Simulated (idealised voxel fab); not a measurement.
The document below concerns the process module designated voxel capacitor over wiring.
For reference, the cross-section in this document is cut, with width 235 nm and square cells of 5 nm.
A cross-section in this document is a grid of square cells, and it is written down as bands, the top band listed before the ones below it; a band is made up of one or more rows of cells.
Read a band's entry like this: the first values are the height of its top and the height of its bottom in nm, and what follows is the sequence of materials from left to right, each with its width in nm. Note that "blank" is empty space, and that a single material marked "edge to edge" reaches across the band from edge to edge.
Counting heights begins at 0, where everything beneath is, in the wafer as received, one material. The lowest band has no bottom; it goes on downwards, as "from 0 down" shows.
Note: "30 to 40" means the width goes from the first number (top row of the band) to the second number (bottom row) in equal steps per row of cells.
Basically "remained the same" means that step didn't change any cell in the cross-section.
In the "Closed empty spaces" entry, you get each enclosed empty space of 8 cells or more, one with no open way to the top, written width x height at distance, distance from the left edge, in nm.
Step line, after settings: the simulator's comment on this step.
overlay nm: right-of-plan distance of the mask on a masked step; negative values mean left-of-plan.

# Below is the list of planned process steps
| 1 | RECEIVE [material Si] |
| 2 | CONFORMAL_DEP [material SiO2] [thk nm 15] |
| 3 | CONFORMAL_DEP [material SiN] [thk nm 5] |
| 4 | DIRECTIONAL_DEP [material SiO2] [thk nm 15] |
| 5 | DIRECTIONAL_DEP [material aC] [thk nm 10] |
| 6 | PATTERN [tone open] [mask id METAL_1] [material resist] [width nm 25] [pitch nm 90] [thk nm 30] [overlay nm 0] |
| 7 | DIRECTIONAL_ETCH [etch materials aC] [depth nm 10] |
| 8 | STRIP [etch materials resist] |
| 9 | DIRECTIONAL_ETCH [etch materials SiO2] [depth nm 15] |
| 10 | DIRECTIONAL_ETCH [etch materials SiN] [depth nm 5] |
| 11 | STRIP [etch materials aC] |
| 12 | CONFORMAL_DEP [material TiN] [thk nm 5] |
| 13 | FILL_DEP [material Cu] [thk nm 5] |
| 14 | CMP [height nm 35] |
| 15 | EPI [material Ru] [thk nm 5] |
| 16 | FILL_DEP [material SiCN] [thk nm 5] |
| 17 | DIRECTIONAL_DEP [material lowk] [thk nm 15] |
| 18 | DIRECTIONAL_DEP [material aC] [thk nm 10] |
| 19 | PATTERN [tone open] [mask id PLUG_1] [material resist] [width nm 15] [thk nm 30] [overlay nm 0] |
| 20 | DIRECTIONAL_ETCH [etch materials aC] [depth nm 10] |
| 21 | STRIP [etch materials resist] |
| 22 | DIRECTIONAL_ETCH [etch materials lowk] [depth nm 15] |
| 23 | DIRECTIONAL_ETCH [etch materials SiCN] [depth nm 5] |
| 24 | STRIP [etch materials aC] |
| 25 | EPI [material Ru] [thk nm 10] |
| 26 | EPI [material Ru] [thk nm 10] |
| 27 | DIRECTIONAL_DEP [material TiN] [thk nm 5] |
| 28 | DIRECTIONAL_DEP [material Al2O3] [thk nm 5] |
| 29 | DIRECTIONAL_DEP [material TiN] [thk nm 10] |
| 30 | MASKED_ETCH [tone cover] [mask id UPPER_PLATE] [width nm 70] [etch materials TiN] [depth nm 10] [overlay nm 0] |
| 31 | MASKED_ETCH [tone cover] [mask id UPPER_PLATE] [width nm 70] [etch materials Al2O3] [depth nm 5] [overlay nm 0] |
| 32 | DIRECTIONAL_DEP [material aC] [thk nm 15] |
| 33 | PATTERN [tone cover] [mask id LOWER_PLATE] [material resist] [width nm 80] [thk nm 35] [overlay nm 0] |
| 34 | DIRECTIONAL_ETCH [etch materials aC] [depth nm 15] |
| 35 | STRIP [etch materials resist] |
| 36 | DIRECTIONAL_ETCH [etch materials TiN] [depth nm 5] |
| 37 | STRIP [etch materials aC] |
| 38 | FILL_DEP [material SiO2] [thk nm 15] |
| 39 | CMP [height nm 90] |
| 40 | DIRECTIONAL_DEP [material aC] [thk nm 15] |
| 41 | PATTERN [tone open] [mask id PLUG_2] [material resist] [width nm 15] [thk nm 35] [overlay nm 0] |
| 42 | DIRECTIONAL_ETCH [etch materials aC] [depth nm 15] |
| 43 | STRIP [etch materials resist] |
| 44 | DIRECTIONAL_ETCH [etch materials SiO2] [depth nm 10] |
| 45 | STRIP [etch materials aC] |
| 46 | CONFORMAL_DEP [material TiN] [thk nm 5] |
| 47 | FILL_DEP [material Ru] [thk nm 5] |
| 48 | CMP [height nm 90] |
| 49 | CONFORMAL_DEP [material SiCN] [thk nm 5] |

# Cross-section of the wafer as it came to us, i.e., already through step 1
* from 0 down = Si edge to edge
* Closed empty spaces: none

# As-planned run: cross-section of the first of two wafers at end of module
* from 95 to 90 = SiCN edge to edge
* from 90 to 85 = SiO2 80 nm / TiN 5 nm / Ru 5 nm / TiN 5 nm / SiO2 140 nm
* from 85 to 80 = SiO2 80 nm / TiN 15 nm / SiO2 140 nm
* from 80 to 70 = SiO2 70 nm / TiN 70 nm / SiO2 95 nm
* from 70 to 65 = SiO2 70 nm / Al2O3 70 nm / SiO2 95 nm
* from 65 to 60 = SiO2 65 nm / TiN 80 nm / SiO2 90 nm
* from 60 to 45 = lowk 70 nm / Ru 15 nm / lowk 150 nm
* from 45 to 40 = SiCN 70 nm / Ru 15 nm / SiCN 150 nm
* from 40 to 35 = SiCN 55 nm / Ru 35 nm / SiCN 55 nm / Ru 35 nm / SiCN 55 nm
* from 35 to 20 = SiO2 60 nm / TiN 5 nm / Cu 15 nm / TiN 5 nm / SiO2 65 nm / TiN 5 nm / Cu 15 nm / TiN 5 nm / SiO2 60 nm
* from 20 to 15 = SiN 60 nm / TiN 25 nm / SiN 65 nm / TiN 25 nm / SiN 60 nm
* from 15 to 0 = SiO2 edge to edge
* from 0 down = Si edge to edge
* Closed empty spaces: none

# Second wafer of the two, sectioned at the end of the module. It began like the first and followed the same plan, but one mistake was made while running it
* from 95 to 90 = SiCN edge to edge
* from 90 to 85 = SiO2 80 nm / TiN 5 nm / Ru 5 nm / TiN 5 nm / SiO2 140 nm
* from 85 to 80 = SiO2 80 nm / TiN 15 nm / SiO2 140 nm
* from 80 to 70 = SiO2 70 nm / TiN 20 nm / SiO2 145 nm
* from 70 to 65 = SiO2 70 nm / Al2O3 20 nm / TiN 50 nm / SiO2 95 nm
* from 65 to 60 = SiO2 65 nm / TiN 75 nm / SiO2 95 nm
* from 60 to 55 = SiO2 65 nm / Ru 25 nm / Al2O3 50 nm / SiO2 95 nm
* from 55 to 50 = SiO2 55 nm / lowk 15 nm / Ru 15 nm / lowk 5 nm / TiN 55 nm / lowk 35 nm / SiO2 55 nm
* from 50 to 40 = lowk 70 nm / Ru 15 nm / lowk 150 nm
* from 40 to 35 = lowk 55 nm / Ru 35 nm / lowk 55 nm / Ru 35 nm / lowk 55 nm
* from 35 to 20 = SiO2 60 nm / TiN 5 nm / Cu 15 nm / TiN 5 nm / SiO2 65 nm / TiN 5 nm / Cu 15 nm / TiN 5 nm / SiO2 60 nm
* from 20 to 15 = SiN 60 nm / TiN 25 nm / SiN 65 nm / TiN 25 nm / SiN 60 nm
* from 15 to 0 = SiO2 edge to edge
* from 0 down = Si edge to edge
* Closed empty spaces: none
Against the plan, the run slipped here: not run: step 16 of the plan (skipped)
Final comparison by cell count, materials where the second wafer has more or fewer than the first: 2 more of Ru; 77 fewer of SiCN; 75 more of SiO2
